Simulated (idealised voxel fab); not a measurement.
Herein follows the process module entitled voxel self aligned contacts.
Cross-section cut: width 170 nm, square cells of 5 nm.
We lay out every cross-section as a grid of square cells and spell it out in bands from the top down, where one band means one or more rows of cells.
In this notation a band is specified by the heights of its top and bottom, in that order and in nm, after which its materials appear from left to right, each paired with its width in nm. The word "edge to edge" attached to a single material means that material fills the band from edge to edge; the word "empty" stands for empty space.
We count height from 0. Below that, the starting wafer is all one material. The lowest band never ends at the bottom but goes on down; see "from 0 down" for how that is written.
Read "30..40" as a graded width: first number on top, second number at the bottom, same change between each pair of neighbouring rows.
Given "remains unaltered" for a step, no cell of the cross-section differs between before and after that step.
Empty spaces without an open route to the top, at least 8 cells in extent, make up the entry "Tabulated closed voids"; each is given as width x height at distance, where the distance is measured from the left edge, and all are in nm.
Anything after a step's settings on that line? It's the simulator's own note about the step.
"overlay nm" on a masked step: distance the mask lay right of its planned place, negative for left.

STEPS PLANNED FOR THE PROCESS
1: RECEIVE,material Si
2: CONFORMAL_DEP,material SiO2,thk nm 5
3: DIRECTIONAL_DEP,material polySi,thk nm 30
4: DIRECTIONAL_DEP,material SiN,thk nm 20
5: MASKED_ETCH,tone cover,mask id GATE,width nm 35,pitch nm 70,etch materials SiN,depth nm 20,overlay nm 0
6: MASKED_ETCH,tone cover,mask id GATE,width nm 35,pitch nm 70,etch materials polySi,depth nm 30,overlay nm 0
7: CONFORMAL_DEP,material SiN,thk nm 5
8: DIRECTIONAL_ETCH,etch materials SiN,depth nm 5
9: FILL_DEP,material SiO2,thk nm 20
10: CMP,height nm 65
11: MASKED_ETCH,tone open,mask id CONTACT,width nm 45,etch materials SiO2,depth nm 65,overlay nm 0
12: CONFORMAL_DEP,material TiN,thk nm 5
13: FILL_DEP,material Ru,thk nm 10
14: CMP,height nm 65
15: CONFORMAL_DEP,material SiCN,thk nm 5

FIRST OF TWO WAFERS - AS PLANNED

HERE'S WHAT THE WAFER LOOKED LIKE IN CROSS-SECTION WHEN IT ARRIVED - THAT'S AFTER STEP 1
> from 0 down  Si edge to edge
> Tabulated closed voids: none

CROSS-SECTION OF THE WAFER SUBSEQUENT TO STEP 2
> from 5 to 0  SiO2 edge to edge
> Whatever lies below 0 is exactly as it was before.

CROSS-SECTION OF THE WAFER SUBSEQUENT TO STEP 3
> from 35 to 5  polySi edge to edge
> Whatever lies below 5 is exactly as it was before.

CROSS-SECTION OF THE WAFER SUBSEQUENT TO STEP 4
> from 55 to 35  SiN edge to edge
> Whatever lies below 35 is exactly as it was before.

CROSS-SECTION OF THE WAFER SUBSEQUENT TO STEP 5
> from 55 to 35  30 nm empty | 35 nm SiN | 35 nm empty | 35 nm SiN | 35 nm empty
> Whatever lies below 35 is exactly as it was before.

CROSS-SECTION OF THE WAFER SUBSEQUENT TO STEP 6
> from 55 to 35  30 nm empty | 35 nm SiN | 35 nm empty | 35 nm SiN | 35 nm empty
> from 35 to 5  30 nm empty | 35 nm polySi | 35 nm empty | 35 nm polySi | 35 nm empty
> Whatever lies below 5 is exactly as it was before.

CROSS-SECTION OF THE WAFER SUBSEQUENT TO STEP 7
> from 60 to 35  25 nm empty | 45 nm SiN | 25 nm empty | 45 nm SiN | 30 nm empty
> from 35 to 10  25 nm empty | 5 nm SiN | 35 nm polySi | 5 nm SiN | 25 nm empty | 5 nm SiN | 35 nm polySi | 5 nm SiN | 30 nm empty
> from 10 to 5  30 nm SiN | 35 nm polySi | 35 nm SiN | 35 nm polySi | 35 nm SiN
> Whatever lies below 5 is exactly as it was before.

CROSS-SECTION OF THE WAFER SUBSEQUENT TO STEP 8
> from 55 to 35  25 nm empty | 45 nm SiN | 25 nm empty | 45 nm SiN | 30 nm empty
> from 35 to 5  25 nm empty | 5 nm SiN | 35 nm polySi | 5 nm SiN | 25 nm empty | 5 nm SiN | 35 nm polySi | 5 nm SiN | 30 nm empty
> Whatever lies below 5 is exactly as it was before.

CROSS-SECTION OF THE WAFER SUBSEQUENT TO STEP 9
> from 75 to 55  SiO2 edge to edge
> from 55 to 35  25 nm SiO2 | 45 nm SiN | 25 nm SiO2 | 45 nm SiN | 30 nm SiO2
> from 35 to 5  25 nm SiO2 | 5 nm SiN | 35 nm polySi | 5 nm SiN | 25 nm SiO2 | 5 nm SiN | 35 nm polySi | 5 nm SiN | 30 nm SiO2
> Whatever lies below 5 is exactly as it was before.

CROSS-SECTION OF THE WAFER SUBSEQUENT TO STEP 10
> from 65 to 55  SiO2 edge to edge
> Whatever lies below 55 is exactly as it was before.

CROSS-SECTION OF THE WAFER SUBSEQUENT TO STEP 11
> from 65 to 55  60 nm SiO2 | 45 nm empty | 65 nm SiO2
> from 55 to 35  25 nm SiO2 | 45 nm SiN | 25 nm empty | 45 nm SiN | 30 nm SiO2
> from 35 to 5  25 nm SiO2 | 5 nm SiN | 35 nm polySi | 5 nm SiN | 25 nm empty | 5 nm SiN | 35 nm polySi | 5 nm SiN | 30 nm SiO2
> from 5 to 0  70 nm SiO2 | 25 nm empty | 75 nm SiO2
> Whatever lies below 0 is exactly as it was before.

CROSS-SECTION OF THE WAFER SUBSEQUENT TO STEP 12
> from 70 to 65  65 nm TiN | 35 nm empty | 70 nm TiN
> from 65 to 55  60 nm SiO2 | 5..15 nm TiN | 35..15 nm empty | 5..15 nm TiN | 65 nm SiO2
> from 55 to 35  25 nm SiO2 | 45 nm SiN | 5 nm TiN | 15 nm empty | 5 nm TiN | 45 nm SiN | 30 nm SiO2
> from 35 to 5  25 nm SiO2 | 5 nm SiN | 35 nm polySi | 5 nm SiN | 5 nm TiN | 15 nm empty | 5 nm TiN | 5 nm SiN | 35 nm polySi | 5 nm SiN | 30 nm SiO2
> from 5 to 0  70 nm SiO2 | 25 nm TiN | 75 nm SiO2
> Whatever lies below 0 is exactly as it was before.

CROSS-SECTION OF THE WAFER SUBSEQUENT TO STEP 13
> from 80 to 70  Ru edge to edge
> from 70 to 65  65 nm TiN | 35 nm Ru | 70 nm TiN
> from 65 to 55  60 nm SiO2 | 5..15 nm TiN | 35..15 nm Ru | 5..15 nm TiN | 65 nm SiO2
> from 55 to 35  25 nm SiO2 | 45 nm SiN | 5 nm TiN | 15 nm Ru | 5 nm TiN | 45 nm SiN | 30 nm SiO2
> from 35 to 5  25 nm SiO2 | 5 nm SiN | 35 nm polySi | 5 nm SiN | 5 nm TiN | 15 nm Ru | 5 nm TiN | 5 nm SiN | 35 nm polySi | 5 nm SiN | 30 nm SiO2
> Whatever lies below 5 is exactly as it was before.

CROSS-SECTION OF THE WAFER SUBSEQUENT TO STEP 14
> from 65 to 55  60 nm SiO2 | 5..15 nm TiN | 35..15 nm Ru | 5..15 nm TiN | 65 nm SiO2
> Whatever lies below 55 is exactly as it was before.

CROSS-SECTION OF THE WAFER SUBSEQUENT TO STEP 15
> from 70 to 65  SiCN edge to edge
> Whatever lies below 65 is exactly as it was before.

FOR THE SECOND WAFER, TAKE THE FIRST WAFER'S START AND PLAN, THEN ADD ONE MISTAKE MADE IN RUNNING IT; EVERYTHING THROUGH STEP 4, THAT STEP INCLUDED, IS SHARED WITH THE FIRST

CROSS-SECTIONAL VIEW OF THE SECOND WAFER AT THE INTENDED END TIME OF PROCESS STEP 5
> from 55 to 35  25 nm empty | 45 nm SiN | 25 nm empty | 45 nm SiN | 30 nm empty
> Whatever lies below 35 is exactly as it was before.

CROSS-SECTIONAL VIEW OF THE SECOND WAFER AT THE INTENDED END TIME OF PROCESS STEP 6
> from 55 to 35  25 nm empty | 45 nm SiN | 25 nm empty | 45 nm SiN | 30 nm empty
> from 35 to 5  25 nm empty | 45 nm polySi | 25 nm empty | 45 nm polySi | 30 nm empty
> Whatever lies below 5 is exactly as it was before.

CROSS-SECTIONAL VIEW OF THE SECOND WAFER AT THE INTENDED END TIME OF PROCESS STEP 7
> from 60 to 35  20 nm empty | 55 nm SiN | 15 nm empty | 55 nm SiN | 25 nm empty
> from 35 to 10  20 nm empty | 5 nm SiN | 45 nm polySi | 5 nm SiN | 15 nm empty | 5 nm SiN | 45 nm polySi | 5 nm SiN | 25 nm empty
> from 10 to 5  25 nm SiN | 45 nm polySi | 25 nm SiN | 45 nm polySi | 30 nm SiN
> Whatever lies below 5 is exactly as it was before.

CROSS-SECTIONAL VIEW OF THE SECOND WAFER AT THE INTENDED END TIME OF PROCESS STEP 8
> from 55 to 35  20 nm empty | 55 nm SiN | 15 nm empty | 55 nm SiN | 25 nm empty
> from 35 to 5  20 nm empty | 5 nm SiN | 45 nm polySi | 5 nm SiN | 15 nm empty | 5 nm SiN | 45 nm polySi | 5 nm SiN | 25 nm empty
> Whatever lies below 5 is exactly as it was before.

CROSS-SECTIONAL VIEW OF THE SECOND WAFER AT THE INTENDED END TIME OF PROCESS STEP 9
> from 75 to 55  SiO2 edge to edge
> from 55 to 35  20 nm SiO2 | 55 nm SiN | 15 nm SiO2 | 55 nm SiN | 25 nm SiO2
> from 35 to 5  20 nm SiO2 | 5 nm SiN | 45 nm polySi | 5 nm SiN | 15 nm SiO2 | 5 nm SiN | 45 nm polySi | 5 nm SiN | 25 nm SiO2
> Whatever lies below 5 is exactly as it was before.

CROSS-SECTIONAL VIEW OF THE SECOND WAFER AT THE INTENDED END TIME OF PROCESS STEP 10
> from 65 to 55  SiO2 edge to edge
> Whatever lies below 55 is exactly as it was before.

CROSS-SECTIONAL VIEW OF THE SECOND WAFER AT THE INTENDED END TIME OF PROCESS STEP 11
> from 65 to 55  60 nm SiO2 | 45 nm empty | 65 nm SiO2
> from 55 to 35  20 nm SiO2 | 55 nm SiN | 15 nm empty | 55 nm SiN | 25 nm SiO2
> from 35 to 5  20 nm SiO2 | 5 nm SiN | 45 nm polySi | 5 nm SiN | 15 nm empty | 5 nm SiN | 45 nm polySi | 5 nm SiN | 25 nm SiO2
> from 5 to 0  75 nm SiO2 | 15 nm empty | 80 nm SiO2
> Whatever lies below 0 is exactly as it was before.

CROSS-SECTIONAL VIEW OF THE SECOND WAFER AT THE INTENDED END TIME OF PROCESS STEP 12
> from 70 to 65  65 nm TiN | 35 nm empty | 70 nm TiN
> from 65 to 55  60 nm SiO2 | 5..20 nm TiN | 35..5 nm empty | 5..20 nm TiN | 65 nm SiO2
> from 55 to 35  20 nm SiO2 | 55 nm SiN | 5 nm TiN | 5 nm empty | 5 nm TiN | 55 nm SiN | 25 nm SiO2
> from 35 to 5  20 nm SiO2 | 5 nm SiN | 45 nm polySi | 5 nm SiN | 5 nm TiN | 5 nm empty | 5 nm TiN | 5 nm SiN | 45 nm polySi | 5 nm SiN | 25 nm SiO2
> from 5 to 0  75 nm SiO2 | 15 nm TiN | 80 nm SiO2
> Whatever lies below 0 is exactly as it was before.

CROSS-SECTIONAL VIEW OF THE SECOND WAFER AT THE INTENDED END TIME OF PROCESS STEP 13
> from 80 to 70  Ru edge to edge
> from 70 to 65  65 nm TiN | 35 nm Ru | 70 nm TiN
> from 65 to 55  60 nm SiO2 | 5..20 nm TiN | 35..5 nm Ru | 5..20 nm TiN | 65 nm SiO2
> from 55 to 35  20 nm SiO2 | 55 nm SiN | 5 nm TiN | 5 nm Ru | 5 nm TiN | 55 nm SiN | 25 nm SiO2
> from 35 to 5  20 nm SiO2 | 5 nm SiN | 45 nm polySi | 5 nm SiN | 5 nm TiN | 5 nm Ru | 5 nm TiN | 5 nm SiN | 45 nm polySi | 5 nm SiN | 25 nm SiO2
> Whatever lies below 5 is exactly as it was before.

CROSS-SECTIONAL VIEW OF THE SECOND WAFER AT THE INTENDED END TIME OF PROCESS STEP 14
> from 65 to 55  60 nm SiO2 | 5..20 nm TiN | 35..5 nm Ru | 5..20 nm TiN | 65 nm SiO2
> Whatever lies below 55 is exactly as it was before.

CROSS-SECTIONAL VIEW OF THE SECOND WAFER AT THE INTENDED END TIME OF PROCESS STEP 15
> from 70 to 65  SiCN edge to edge
> Whatever lies below 65 is exactly as it was before.
In executing the process, a mistake was made relative to the plan: contrary to plan, step 5 was performed as MASKED_ETCH,tone cover,mask id GATE,width nm 45,pitch nm 70,etch materials SiN,depth nm 20,overlay nm 0
Final comparison by cell count, materials where the second wafer has more or fewer than the first: 22 fewer of Ru, 16 more of SiN, 18 fewer of SiO2, 24 more of polySi
